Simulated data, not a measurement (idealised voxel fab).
Proc. module: voxel quadruple lines
FYI the section here is cut, 195 nm wide, cells are 5 nm squares.
When this document writes out a cross-section, it uses a grid of square cells and lists it as bands, beginning at the top and moving down, with a band standing for one or more rows of cells.
Top, bottom (nm), then materials left to right with widths (nm); lone material tagged "full width" fills the whole band edge to edge; "empty" = empty space.
Height is counted from the level 0, under which the received wafer is composed throughout of one material. The lowest of the bands is not closed at the bottom but continues downward, in the notation "z 0 and below".
Note: "30->40" means the width goes from the first number (top row of the band) to the second number (bottom row) in equal steps per row of cells.
For the purposes of this document, the phrase "no alterations made" attached to a step denotes that no cell within the cross-section was modified by that step.
"Listed closed voids" - sealed voids, min. 8 cells, no opening to top; format: width x height at distance (distance from left edge; nm throughout).
after a step's settings: what the simulator itself notes on the step
overlay nm, on a step with a mask: how far to the right of its planned place the mask lay; to the left if negative

Process steps - plan:
step 1: RECEIVE,material Si
step 2: CONFORMAL_DEP,material Al2O3,thk nm 5
step 3: DIRECTIONAL_DEP,material W,thk nm 10
step 4: DIRECTIONAL_DEP,material polySi,thk nm 15
step 5: DIRECTIONAL_DEP,material aC,thk nm 25
step 6: PATTERN,tone cover,mask id MANDREL,material resist,width nm 15,thk nm 35,overlay nm 0
step 7: DIRECTIONAL_ETCH,etch materials aC,depth nm 25
step 8: STRIP,etch materials resist
step 9: CONFORMAL_DEP,material SiO2,thk nm 15
step 10: DIRECTIONAL_ETCH,etch materials SiO2,depth nm 15
step 11: STRIP,etch materials aC
step 12: DIRECTIONAL_ETCH,etch materials polySi,depth nm 15
step 13: STRIP,etch materials SiO2
step 14: CONFORMAL_DEP,material SiCN,thk nm 5
step 15: DIRECTIONAL_ETCH,etch materials SiCN,depth nm 5
step 16: STRIP,etch materials polySi
step 17: DIRECTIONAL_ETCH,etch materials W,depth nm 10
step 18: STRIP,etch materials SiCN
step 19: FILL_DEP,material SiO2,thk nm 5
step 20: CMP,height nm 15
Same starting wafers, different width nm at step 6. Plan value belongs to the first wafer.

Received wafers, first of several: cross-section after step 1:
- z 0 and below | Si full width
- Listed closed voids: none

So in this table every wafer gets its own row, and what you see is where it stands at the end of the module: for each material, how many cells it picked up (+) or gave up (-) since we received it, and after that its closed voids:
width nm 15 | +39 Al2O3 | +70 SiO2 | +8 W | Listed closed voids: none
width nm 20 | +39 Al2O3 | +70 SiO2 | +8 W | Listed closed voids: none
width nm 25 | +39 Al2O3 | +70 SiO2 | +8 W | Listed closed voids: none
width nm 30 | +39 Al2O3 | +70 SiO2 | +8 W | Listed closed voids: none
width nm 35 | +39 Al2O3 | +70 SiO2 | +8 W | Listed closed voids: none
width nm 40 | +39 Al2O3 | +70 SiO2 | +8 W | Listed closed voids: none
